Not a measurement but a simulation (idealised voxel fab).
This section sets out a process module, namely voxel lift off.
The cross-section shown here is cut; it is 215 nm wide and divided into square cells measuring 5 nm on a side.
Cross-section spec: square-cell grid; bands listed top down; each band is one or more rows. Each band's line starts with the height of the band's top and of its bottom, in nm. Then come its materials from left to right, each with its width in nm. One material with "edge to edge" fills the band from edge to edge. "empty" is empty space. A quick word on heights: they are counted from 0, and under that level the wafer as it came to us is one material throughout. The lowest band is different from the rest in having no bottom; it simply continues downward, written as in "0 -> down". The width entry "30..40" should be interpreted row by row: the top row of cells in the band takes the first number, the bottom row takes the second number, and the change between adjacent rows is uniform throughout. "identical to before" for a step: no cell of the cross-section changed in that step. Any empty space of 8 cells or more lacking an open way to the top shows up in "Closed void inventory" as width x height at distance, distance from the left edge, in nm. Note: text after step settings on the step line = simulator remark on that step. overlay nm: right-of-plan distance of the mask on a masked step; negative values mean left-of-plan.

## This section lists the process steps that were planned
- 1: RECEIVE, material Si
- 2: CONFORMAL_DEP, material SiO2, thk nm 5
- 3: PATTERN, tone open, mask id LINES, material resist, width nm 30, pitch nm 45, thk nm 25, overlay nm 0
- 4: DIRECTIONAL_DEP, material Ru, thk nm 10
- 5: STRIP, etch materials resist
- 6: CONFORMAL_DEP, material SiCN, thk nm 10

## Cross-sectional view of the wafer in its as-received condition, corresponding to the state after step 1
  0 -> down: Si edge to edge
  Closed void inventory: none

## First of two wafers: cross-section at end of module, run per plan
  25 -> 15: empty=15, SiCN=185, empty=15
  15 -> 5: SiCN=25, Ru=30, SiCN=15, Ru=30, SiCN=15, Ru=30, SiCN=15, Ru=30, SiCN=25
  5 -> 0: SiO2 edge to edge
  0 -> down: Si edge to edge
  Closed void inventory: none

## Cross-section of the latter of the two wafers at module completion. It had an identical start and an identical plan to the former; in running it, one mistake was made
  25 -> 15: empty=20, SiCN=185, empty=10
  15 -> 5: SiCN=30, Ru=30, SiCN=15, Ru=30, SiCN=15, Ru=30, SiCN=15, Ru=30, SiCN=20
  5 -> 0: SiO2 edge to edge
  0 -> down: Si edge to edge
  Closed void inventory: none
Run error: contrary to plan, step 3 was performed as PATTERN, tone open, mask id LINES, material resist, width nm 30, pitch nm 45, thk nm 25, overlay nm 5
Tallied in cells, the final second wafer holds each material in the same quantity as the first, although not at the same places.
